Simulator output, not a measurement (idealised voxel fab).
This section sets out a process module, namely voxel self aligned contacts.
This is section cut - it's 190 nm across, gridded in 5 nm square cells.
Cross-section, as written here: a square-cell grid given band by band from the top down, where a band holds one or more rows of cells. What a band's entry tells you: where the top is and where the bottom is, as heights in nm, and after that what lies inside, material by material from left to right, each with its width in nm. Empty space is written as the word "air", and a single material marked with the word "full width" occupies the band from edge to edge. Measure heights from 0. That's the level where, below it, the as-received wafer is all one material. The lowest band is bottomless and extends downward; write it as in "0 -> down". Think of "30 to 40" as a width that walks from the first number to the second as you go down the band, top row to bottom row, taking equal-sized steps from row to row. Where a step carries "no alterations made", the cross-section came out of it unchanged, cell for cell. The entry "Sealed voids" lists the empty spaces that cover at least 8 cells and have no open path to the top. Each is written as width x height at distance, where the distance is measured from the left edge and all three values are in nm. Past the settings on a step's line: simulator remark, on that step. "overlay nm" denotes, for a step that has a mask, the displacement of the mask to the right of its planned place, with negative values corresponding to the left.
### Here's what the planned process steps look like
1. RECEIVE: material Si
2. OXIDIZE: depth nm 5
3. DIRECTIONAL_DEP: material polySi, thk nm 25
4. DIRECTIONAL_DEP: material SiN, thk nm 25
5. PATTERN: tone cover, mask id GATE, material resist, width nm 35, pitch nm 80, thk nm 20, overlay nm 0
6. DIRECTIONAL_ETCH: etch materials SiN, depth nm 25
7. DIRECTIONAL_ETCH: etch materials polySi, depth nm 25
8. STRIP: etch materials resist
9. CONFORMAL_DEP: material SiN, thk nm 10
10. DIRECTIONAL_ETCH: etch materials SiN, depth nm 10
11. FILL_DEP: material SiO2, thk nm 10
12. CMP: height nm 55
13. DIRECTIONAL_DEP: material aC, thk nm 15
14. PATTERN: tone open, mask id CONTACT, material resist, width nm 55, thk nm 35, overlay nm 0
15. DIRECTIONAL_ETCH: etch materials aC, depth nm 15
16. STRIP: etch materials resist
17. DIRECTIONAL_ETCH: etch materials SiO2, depth nm 60
18. STRIP: etch materials aC
19. CONFORMAL_DEP: material TiN, thk nm 5
20. FILL_DEP: material Ru, thk nm 5
21. CMP: height nm 55
22. CONFORMAL_DEP: material SiN, thk nm 5
### Cross-section, incoming material, after step 1
    0 -> down | Si full width
    Sealed voids: none
### The first of two wafers, cross-sectioned at the end of the module, with the run proceeding as planned
    60 -> 55 | SiN full width
    55 -> 50 | SiO2 (65); TiN (20); Ru (15); TiN (20); SiO2 (70)
    50 -> 25 | SiO2 (25); SiN (55); TiN (5); Ru (15); TiN (5); SiN (55); SiO2 (30)
    25 -> 0 | SiO2 (25); SiN (10); polySi (35); SiN (10); TiN (5); Ru (15); TiN (5); SiN (10); polySi (35); SiN (10); SiO2 (30)
    0 -> -5 | SiO2 (80); TiN (25); SiO2 (85)
    -5 -> down | Si full width
    Sealed voids: none
### Cross-section at end of module for the second wafer of two, which matched the first in starting point and plan and differed by one mistake in its processing
    60 -> 55 | SiN full width
    55 -> 50 | SiO2 (70); TiN (15); Ru (15); TiN (20); SiO2 (70)
    50 -> 25 | SiO2 (25); SiN (55); TiN (5); Ru (15); TiN (5); SiN (55); SiO2 (30)
    25 -> 0 | SiO2 (25); SiN (10); polySi (35); SiN (10); TiN (5); Ru (15); TiN (5); SiN (10); polySi (35); SiN (10); SiO2 (30)
    0 -> -5 | SiO2 (80); TiN (25); SiO2 (85)
    -5 -> down | Si full width
    Sealed voids: none
Against the plan, the run slipped here: rather than as planned, step 14 actually ran as PATTERN: tone open, mask id CONTACT, material resist, width nm 50, thk nm 35, overlay nm 0
It is noted that, at the conclusion of processing, the second wafer exhibits a higher or lower cell count for certain materials relative to the first: SiO2 +1; TiN -1
